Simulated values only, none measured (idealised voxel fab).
process module | voxel self aligned contacts
cross-section cut | 255 nm wide | cells 5 nm
A cross-section is a grid of square cells, given in bands from the top down. A band is one or more rows of cells.
Each band's line starts with the height of the band's top and of its bottom, in nm. Then come its materials from left to right, each with its width in nm. One material with "throughout" fills the band from edge to edge. "air" is empty space.
Height 0 is the level under which the wafer as received is all one material. The lowest band goes on downwards, as in "0 down".
A width such as "30 to 40" changes by the same amount from each row of cells to the next, from the band's top row to its bottom row.
"no change" after a step means that no cell of the cross-section changed.
closed voids: empty space of 8 cells or more with no open way to the top, each as width x height at its distance from the left edge, in nm
after a step's settings: what the simulator itself notes on the step
overlay nm, on a step with a mask: how far to the right of its planned place the mask lay; to the left if negative
plan
1 op RECEIVE | material Si
2 op CONFORMAL_DEP | material SiO2 | thk nm 5
3 op DIRECTIONAL_DEP | material polySi | thk nm 25
4 op DIRECTIONAL_DEP | material SiN | thk nm 25
5 op PATTERN | tone cover | mask id GATE | material resist | width nm 35 | pitch nm 75 | thk nm 15 | overlay nm 0
6 op DIRECTIONAL_ETCH | etch materials SiN | depth nm 25
7 op DIRECTIONAL_ETCH | etch materials polySi | depth nm 25
8 op STRIP | etch materials resist
9 op CONFORMAL_DEP | material SiN | thk nm 10
10 op DIRECTIONAL_ETCH | etch materials SiN | depth nm 10
11 op FILL_DEP | material SiO2 | thk nm 15
12 op CMP | height nm 65
13 op MASKED_ETCH | tone open | mask id CONTACT | width nm 50 | pitch nm 75 | etch materials SiO2 | depth nm 65 | overlay nm 0
14 op CONFORMAL_DEP | material TiN | thk nm 5
15 op FILL_DEP | material Ru | thk nm 10
16 op CMP | height nm 65
17 op CONFORMAL_DEP | material SiN | thk nm 5
first wafer, as planned
as received, after step 1
  0 down: Si throughout
  closed voids: none
after step 2
  5 to 0: SiO2 throughout
  below 0: unchanged
after step 3
  30 to 5: polySi throughout
  below 5: unchanged
after step 4
  55 to 30: SiN throughout
  below 30: unchanged
after step 5
  70 to 55: air 35 | resist 35 | air 40 | resist 35 | air 40 | resist 35 | air 35
  below 55: unchanged
after step 6
  70 to 55: air 35 | resist 35 | air 40 | resist 35 | air 40 | resist 35 | air 35
  55 to 30: air 35 | SiN 35 | air 40 | SiN 35 | air 40 | SiN 35 | air 35
  below 30: unchanged
after step 7
  70 to 55: air 35 | resist 35 | air 40 | resist 35 | air 40 | resist 35 | air 35
  55 to 30: air 35 | SiN 35 | air 40 | SiN 35 | air 40 | SiN 35 | air 35
  30 to 5: air 35 | polySi 35 | air 40 | polySi 35 | air 40 | polySi 35 | air 35
  below 5: unchanged
after step 8
  55 to 30: air 35 | SiN 35 | air 40 | SiN 35 | air 40 | SiN 35 | air 35
  below 30: unchanged
after step 9
  65 to 30: air 25 | SiN 55 | air 20 | SiN 55 | air 20 | SiN 55 | air 25
  30 to 15: air 25 | SiN 10 | polySi 35 | SiN 10 | air 20 | SiN 10 | polySi 35 | SiN 10 | air 20 | SiN 10 | polySi 35 | SiN 10 | air 25
  15 to 5: SiN 35 | polySi 35 | SiN 40 | polySi 35 | SiN 40 | polySi 35 | SiN 35
  below 5: unchanged
after step 10
  55 to 30: air 25 | SiN 55 | air 20 | SiN 55 | air 20 | SiN 55 | air 25
  30 to 5: air 25 | SiN 10 | polySi 35 | SiN 10 | air 20 | SiN 10 | polySi 35 | SiN 10 | air 20 | SiN 10 | polySi 35 | SiN 10 | air 25
  below 5: unchanged
after step 11
  70 to 55: SiO2 throughout
  55 to 30: SiO2 25 | SiN 55 | SiO2 20 | SiN 55 | SiO2 20 | SiN 55 | SiO2 25
  30 to 5: SiO2 25 | SiN 10 | polySi 35 | SiN 10 | SiO2 20 | SiN 10 | polySi 35 | SiN 10 | SiO2 20 | SiN 10 | polySi 35 | SiN 10 | SiO2 25
  below 5: unchanged
after step 12
  65 to 55: SiO2 throughout
  below 55: unchanged
after step 13
  65 to 55: SiO2 65 | air 50 | SiO2 25 | air 50 | SiO2 65
  55 to 30: SiO2 25 | SiN 55 | air 20 | SiN 55 | air 20 | SiN 55 | SiO2 25
  30 to 5: SiO2 25 | SiN 10 | polySi 35 | SiN 10 | air 20 | SiN 10 | polySi 35 | SiN 10 | air 20 | SiN 10 | polySi 35 | SiN 10 | SiO2 25
  5 to 0: SiO2 80 | air 20 | SiO2 55 | air 20 | SiO2 80
  below 0: unchanged
after step 14
  70 to 65: TiN 70 | air 40 | TiN 35 | air 40 | TiN 70
  65 to 55: SiO2 65 | TiN 5 to 20 | air 40 to 10 | TiN 5 to 20 | SiO2 25 | TiN 5 to 20 | air 40 to 10 | TiN 5 to 20 | SiO2 65
  55 to 30: SiO2 25 | SiN 55 | TiN 5 | air 10 | TiN 5 | SiN 55 | TiN 5 | air 10 | TiN 5 | SiN 55 | SiO2 25
  30 to 5: SiO2 25 | SiN 10 | polySi 35 | SiN 10 | TiN 5 | air 10 | TiN 5 | SiN 10 | polySi 35 | SiN 10 | TiN 5 | air 10 | TiN 5 | SiN 10 | polySi 35 | SiN 10 | SiO2 25
  5 to 0: SiO2 80 | TiN 20 | SiO2 55 | TiN 20 | SiO2 80
  below 0: unchanged
after step 15
  80 to 70: Ru throughout
  70 to 65: TiN 70 | Ru 40 | TiN 35 | Ru 40 | TiN 70
  65 to 55: SiO2 65 | TiN 5 to 20 | Ru 40 to 10 | TiN 5 to 20 | SiO2 25 | TiN 5 to 20 | Ru 40 to 10 | TiN 5 to 20 | SiO2 65
  55 to 30: SiO2 25 | SiN 55 | TiN 5 | Ru 10 | TiN 5 | SiN 55 | TiN 5 | Ru 10 | TiN 5 | SiN 55 | SiO2 25
  30 to 5: SiO2 25 | SiN 10 | polySi 35 | SiN 10 | TiN 5 | Ru 10 | TiN 5 | SiN 10 | polySi 35 | SiN 10 | TiN 5 | Ru 10 | TiN 5 | SiN 10 | polySi 35 | SiN 10 | SiO2 25
  below 5: unchanged
after step 16
  65 to 55: SiO2 65 | TiN 5 to 20 | Ru 40 to 10 | TiN 5 to 20 | SiO2 25 | TiN 5 to 20 | Ru 40 to 10 | TiN 5 to 20 | SiO2 65
  below 55: unchanged
after step 17
  70 to 65: SiN throughout
  below 65: unchanged
second wafer: like start, like plan, one mistake. Through step 12 it matches the first wafer
when step 13 should have ended
  65 to 55: air 65 | SiO2 50 | air 25 | SiO2 50 | air 65
  55 to 30: air 25 | SiN 55 | SiO2 20 | SiN 55 | SiO2 20 | SiN 55 | air 25
  30 to 5: air 25 | SiN 10 | polySi 35 | SiN 10 | SiO2 20 | SiN 10 | polySi 35 | SiN 10 | SiO2 20 | SiN 10 | polySi 35 | SiN 10 | air 25
  5 to 0: air 25 | SiO2 205 | air 25
  below 0: unchanged
when step 14 should have ended
  70 to 65: air 60 | TiN 60 | air 15 | TiN 60 | air 60
  65 to 60: air 60 | TiN 5 | SiO2 50 | TiN 5 | air 15 | TiN 5 | SiO2 50 | TiN 5 | air 60
  60 to 55: air 20 | TiN 45 | SiO2 50 | TiN 25 | SiO2 50 | TiN 45 | air 20
  55 to 30: air 20 | TiN 5 | SiN 55 | SiO2 20 | SiN 55 | SiO2 20 | SiN 55 | TiN 5 | air 20
  30 to 5: air 20 | TiN 5 | SiN 10 | polySi 35 | SiN 10 | SiO2 20 | SiN 10 | polySi 35 | SiN 10 | SiO2 20 | SiN 10 | polySi 35 | SiN 10 | TiN 5 | air 20
  5 to 0: TiN 25 | SiO2 205 | TiN 25
  below 0: unchanged
when step 15 should have ended
  80 to 70: Ru throughout
  70 to 65: Ru 60 | TiN 60 | Ru 15 | TiN 60 | Ru 60
  65 to 60: Ru 60 | TiN 5 | SiO2 50 | TiN 5 | Ru 15 | TiN 5 | SiO2 50 | TiN 5 | Ru 60
  60 to 55: Ru 20 | TiN 45 | SiO2 50 | TiN 25 | SiO2 50 | TiN 45 | Ru 20
  55 to 30: Ru 20 | TiN 5 | SiN 55 | SiO2 20 | SiN 55 | SiO2 20 | SiN 55 | TiN 5 | Ru 20
  30 to 5: Ru 20 | TiN 5 | SiN 10 | polySi 35 | SiN 10 | SiO2 20 | SiN 10 | polySi 35 | SiN 10 | SiO2 20 | SiN 10 | polySi 35 | SiN 10 | TiN 5 | Ru 20
  below 5: unchanged
when step 16 should have ended
  65 to 60: Ru 60 | TiN 5 | SiO2 50 | TiN 5 | Ru 15 | TiN 5 | SiO2 50 | TiN 5 | Ru 60
  below 60: unchanged
when step 17 should have ended
  70 to 65: SiN throughout
  below 65: unchanged
what went wrong: step 13 ran as: op MASKED_ETCH | tone cover | mask id CONTACT | width nm 50 | pitch nm 75 | etch materials SiO2 | depth nm 65 | overlay nm 0
at the end the second wafer has, in cells: 55 more of Ru | 44 fewer of SiO2 | 11 fewer of TiN
